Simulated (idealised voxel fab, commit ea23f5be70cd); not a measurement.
Module name: voxel wiring stack (process module)
The figure presents cross-section cut, which has a width of 265 nm and is divided into square cells with an edge length of 5 nm.
This document writes a cross-section as a grid whose cells are square, and gives it as bands, listed from the top down; one or more rows of cells form a band. Heights first: top, then bottom, in nm. Then materials, left to right, each with a width in nm. "all across" on a single material: fills the band edge to edge. "blank": empty space. Convention: height 0 is the level below which the wafer, as received, is all one material. The lowest band does not terminate at the bottom but continues downward, represented as "0..down". A two-number width, for instance "30..40", indicates that the width is equal to the first number in the top row of the band and to the second number in the bottom row, and that it changes by a constant amount per row of cells. A step reported as "remained the same" is a step in which no cell of the cross-section changed. Empty spaces counting at least 8 cells and having no open way to the top are listed in "Fully enclosed voids". The notation width x height at distance is used for each, the distance being from the left edge and all three values in nm. Anything after a step's settings on that line? It's the simulator's own note about the step. "overlay nm" answers the question of how far to the right of plan the mask lay on a step that has a mask, and when it is negative the answer is to the left.

[The process steps that were planned are listed below]
1,RECEIVE, material Si
2,CONFORMAL_DEP, material SiO2, thk nm 15
3,CONFORMAL_DEP, material SiN, thk nm 5
4,DIRECTIONAL_DEP, material lowk, thk nm 25
5,DIRECTIONAL_DEP, material aC, thk nm 10
6,PATTERN, tone open, mask id METAL_1, material resist, width nm 25, pitch nm 45, thk nm 25, overlay nm 0
7,DIRECTIONAL_ETCH, etch materials aC, depth nm 10
8,STRIP, etch materials resist
9,DIRECTIONAL_ETCH, etch materials lowk, depth nm 25
10,DIRECTIONAL_ETCH, etch materials SiN, depth nm 5
11,STRIP, etch materials aC
12,CONFORMAL_DEP, material TiN, thk nm 5
13,FILL_DEP, material Cu, thk nm 10
14,CMP, height nm 45
15,CONFORMAL_DEP, material SiCN, thk nm 5
16,DIRECTIONAL_DEP, material SiO2, thk nm 10
17,DIRECTIONAL_DEP, material aC, thk nm 10
18,PATTERN, tone open, mask id PLUG_1, material resist, width nm 15, thk nm 25, overlay nm 0
19,DIRECTIONAL_ETCH, etch materials aC, depth nm 10
20,STRIP, etch materials resist
21,DIRECTIONAL_ETCH, etch materials SiO2, depth nm 10
22,DIRECTIONAL_ETCH, etch materials SiCN, depth nm 5
23,STRIP, etch materials aC
24,CONFORMAL_DEP, material TiN, thk nm 5
25,FILL_DEP, material Ru, thk nm 10
26,CMP, height nm 60
27,CONFORMAL_DEP, material SiN, thk nm 5
28,DIRECTIONAL_DEP, material SiO2, thk nm 15
29,MASKED_ETCH, tone open, mask id METAL_2, width nm 25, pitch nm 45, etch materials SiO2, depth nm 15, overlay nm 0
30,MASKED_ETCH, tone open, mask id METAL_2, width nm 25, pitch nm 45, etch materials SiN, depth nm 5, overlay nm 0
31,CONFORMAL_DEP, material TiN, thk nm 5
32,FILL_DEP, material W, thk nm 10
33,CMP, height nm 80
34,CONFORMAL_DEP, material SiCN, thk nm 5
35,DIRECTIONAL_DEP, material lowk, thk nm 20
36,MASKED_ETCH, tone open, mask id PLUG_2, width nm 15, pitch nm 45, etch materials lowk, depth nm 20, overlay nm 0
37,MASKED_ETCH, tone open, mask id PLUG_2, width nm 15, pitch nm 45, etch materials SiCN, depth nm 5, overlay nm 0
38,CONFORMAL_DEP, material TiN, thk nm 5
39,FILL_DEP, material W, thk nm 10
40,CMP, height nm 105
41,CONFORMAL_DEP, material SiN, thk nm 5
42,DIRECTIONAL_DEP, material SiO2, thk nm 20
43,DIRECTIONAL_DEP, material aC, thk nm 15
44,PATTERN, tone open, mask id METAL_3, material resist, width nm 15, pitch nm 45, thk nm 30, overlay nm 0
45,DIRECTIONAL_ETCH, etch materials aC, depth nm 15
46,STRIP, etch materials resist
47,DIRECTIONAL_ETCH, etch materials SiO2, depth nm 20
48,DIRECTIONAL_ETCH, etch materials SiN, depth nm 5
49,STRIP, etch materials aC
50,CONFORMAL_DEP, material TiN, thk nm 5
51,FILL_DEP, material W, thk nm 10
52,CMP, height nm 130
53,EPI, material Ru, thk nm 5
54,FILL_DEP, material SiCN, thk nm 5
Wafers differ in width nm at step 44; plan lists the first wafer's value; identical starting state.

[First of several wafers, received after step 1, in cross-section]
	0..down  Si all across
	Fully enclosed voids: none

[First of several wafers: cross-section at the end of the module, after step 54, its last step]
	140..135  SiCN all across
	135..130  95 nm SiCN  25 nm Ru  20 nm SiCN  25 nm Ru  100 nm SiCN
	130..110  100 nm SiO2  5 nm TiN  5 nm W  5 nm TiN  30 nm SiO2  5 nm TiN  5 nm W  5 nm TiN  105 nm SiO2
	110..105  100 nm SiN  15 nm TiN  30 nm SiN  15 nm TiN  105 nm SiN
	105..85  95 nm lowk  5 nm TiN  5 nm W  5 nm TiN  30 nm lowk  5 nm TiN  5 nm W  5 nm TiN  110 nm lowk
	85..80  95 nm SiCN  15 nm TiN  30 nm SiCN  15 nm TiN  110 nm SiCN
	80..65  95 nm SiO2  5 nm TiN  15 nm W  5 nm TiN  20 nm SiO2  5 nm TiN  15 nm W  5 nm TiN  100 nm SiO2
	65..60  95 nm SiN  25 nm TiN  20 nm SiN  25 nm TiN  100 nm SiN
	60..50  95 nm SiO2  5 nm TiN  5 nm Ru  5 nm TiN  155 nm SiO2
	50..45  95 nm SiCN  15 nm TiN  155 nm SiCN
	45..20  95 nm lowk  5 nm TiN  15 nm Cu  5 nm TiN  20 nm lowk  5 nm TiN  15 nm Cu  5 nm TiN  100 nm lowk
	20..15  95 nm SiN  25 nm TiN  20 nm SiN  25 nm TiN  100 nm SiN
	15..0  SiO2 all across
	0..down  Si all across
	Fully enclosed voids: none

[last wafer at the end]
	140..135  SiCN all across
	135..130  90 nm SiCN  40 nm Ru  5 nm SiCN  40 nm Ru  90 nm SiCN
	130..110  95 nm SiO2  5 nm TiN  20 nm W  5 nm TiN  15 nm SiO2  5 nm TiN  20 nm W  5 nm TiN  95 nm SiO2
	110..105  95 nm SiN  30 nm TiN  15 nm SiN  30 nm TiN  95 nm SiN
	105..85  95 nm lowk  5 nm TiN  5 nm W  5 nm TiN  30 nm lowk  5 nm TiN  5 nm W  5 nm TiN  110 nm lowk
	85..80  95 nm SiCN  15 nm TiN  30 nm SiCN  15 nm TiN  110 nm SiCN
	80..65  95 nm SiO2  5 nm TiN  15 nm W  5 nm TiN  20 nm SiO2  5 nm TiN  15 nm W  5 nm TiN  100 nm SiO2
	65..60  95 nm SiN  25 nm TiN  20 nm SiN  25 nm TiN  100 nm SiN
	60..50  95 nm SiO2  5 nm TiN  5 nm Ru  5 nm TiN  155 nm SiO2
	50..45  95 nm SiCN  15 nm TiN  155 nm SiCN
	45..20  95 nm lowk  5 nm TiN  15 nm Cu  5 nm TiN  20 nm lowk  5 nm TiN  15 nm Cu  5 nm TiN  100 nm lowk
	20..15  95 nm SiN  25 nm TiN  20 nm SiN  25 nm TiN  100 nm SiN
	15..0  SiO2 all across
	0..down  Si all across
	Fully enclosed voids: none

[Per-wafer rows below. For each material: cells gained (+) or lost (-) since the wafer was received, as of end of module. Then: closed voids]
width nm 15; +30 Cu; +12 Ru; +193 SiCN; +133 SiN; +576 SiO2; +103 TiN; +34 W; +403 lowk; Fully enclosed voids: none
width nm 20; +30 Cu; +14 Ru; +191 SiCN; +131 SiN; +568 SiO2; +105 TiN; +42 W; +403 lowk; Fully enclosed voids: none
width nm 25; +30 Cu; +16 Ru; +189 SiCN; +129 SiN; +560 SiO2; +107 TiN; +50 W; +403 lowk; Fully enclosed voids: none
width nm 30; +30 Cu; +18 Ru; +187 SiCN; +127 SiN; +552 SiO2; +109 TiN; +58 W; +403 lowk; Fully enclosed voids: none
